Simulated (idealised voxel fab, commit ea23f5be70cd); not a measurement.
Proc. module: voxel gate over fins
The cross-section on display is named cut; it measures 250 nm wide, and its cells are 5 nm squares.
How to read a cross-section here: the picture is a grid of square cells, written as bands going from the top down, and any band can span one or more rows of cells. What a band's entry tells you: where the top is and where the bottom is, as heights in nm, and after that what lies inside, material by material from left to right, each with its width in nm. Empty space is written as the word "air", and a single material marked with the word "full width" occupies the band from edge to edge. Zero point of the height axis is 0; under it, received wafer = one material. Lowest band: continues down indefinitely, "top 0, no bottom". Read "30 to 40" as a graded width: first number on top, second number at the bottom, same change between each pair of neighbouring rows. It should be understood that the words "stayed the same", when stated for a given step, signify that the cross-section underwent no change in any of its cells during that step. Empty spaces counting at least 8 cells and having no open way to the top are listed in "Listed closed voids". The notation width x height at distance is used for each, the distance being from the left edge and all three values in nm. Step line, after settings: the simulator's comment on this step. "overlay nm" denotes, for a step that has a mask, the displacement of the mask to the right of its planned place, with negative values corresponding to the left.
These are the steps we planned for the process
1,RECEIVE (material Si)
2,CONFORMAL_DEP (material SiN; thk nm 5)
3,DIRECTIONAL_DEP (material aC; thk nm 15)
4,PATTERN (tone cover; mask id FINS; material resist; width nm 15; pitch nm 50; thk nm 30; overlay nm 0)
5,DIRECTIONAL_ETCH (etch materials aC; depth nm 15)
6,STRIP (etch materials resist)
7,DIRECTIONAL_ETCH (etch materials SiN; depth nm 5)
8,DIRECTIONAL_ETCH (etch materials Si; depth nm 40)
9,STRIP (etch materials aC)
10,FILL_DEP (material SiO2; thk nm 15)
11,CMP (height nm 5)
12,DIRECTIONAL_DEP (material aC; thk nm 10)
13,PATTERN (tone open; mask id RAIL; material resist; width nm 15; thk nm 25; overlay nm 0)
14,DIRECTIONAL_ETCH (etch materials aC; depth nm 10)
15,STRIP (etch materials resist)
16,DIRECTIONAL_ETCH (etch materials SiO2; depth nm 40)
17,STRIP (etch materials aC)
18,CONFORMAL_DEP (material TiN; thk nm 5)
19,FILL_DEP (material Ru; thk nm 5)
20,CMP (height nm 5)
21,SELECTIVE_ETCH (etch materials W Ru TiN; depth nm 20)
22,FILL_DEP (material SiO2; thk nm 5)
23,CMP (height nm 5)
24,SELECTIVE_ETCH (etch materials SiO2; depth nm 15)
25,STRIP (etch materials SiN)
26,CONFORMAL_DEP (material HfO2; thk nm 5)
27,CONFORMAL_DEP (material TiN; thk nm 5)
28,FILL_DEP (material W; thk nm 15)
29,CMP (height nm 20)
30,CONFORMAL_DEP (material SiN; thk nm 5)
Cross-section: wafer on arrival = after step 1
> top 0, no bottom: Si full width
> Listed closed voids: none
Cross-sectional result after module completion. Note: starting condition and plan are unchanged from above; one processing mistake was made
> top 25, bottom 20: SiN full width
> top 20, bottom 10: W full width
> top 10, bottom 5: TiN full width
> top 5, bottom 0: HfO2 full width
> top 0, bottom -15: 65 nm SiO2; 15 nm Si; 35 nm SiO2; 15 nm Si; 35 nm SiO2; 15 nm Si; 70 nm SiO2
> top -15, bottom -30: 65 nm SiO2; 15 nm Si; 10 nm SiO2; 5 nm TiN; 5 nm Ru; 5 nm TiN; 10 nm SiO2; 15 nm Si; 35 nm SiO2; 15 nm Si; 70 nm SiO2
> top -30, bottom -35: 65 nm SiO2; 15 nm Si; 10 nm SiO2; 15 nm TiN; 10 nm SiO2; 15 nm Si; 35 nm SiO2; 15 nm Si; 70 nm SiO2
> top -35, bottom -40: 65 nm SiO2; 15 nm Si; 35 nm SiO2; 15 nm Si; 35 nm SiO2; 15 nm Si; 70 nm SiO2
> top -40, no bottom: Si full width
> Listed closed voids: none
Nonconformance to the process plan: step 24 ran differently from the plan; actual operation with settings: SELECTIVE_ETCH (etch materials SiO2; depth nm 5)
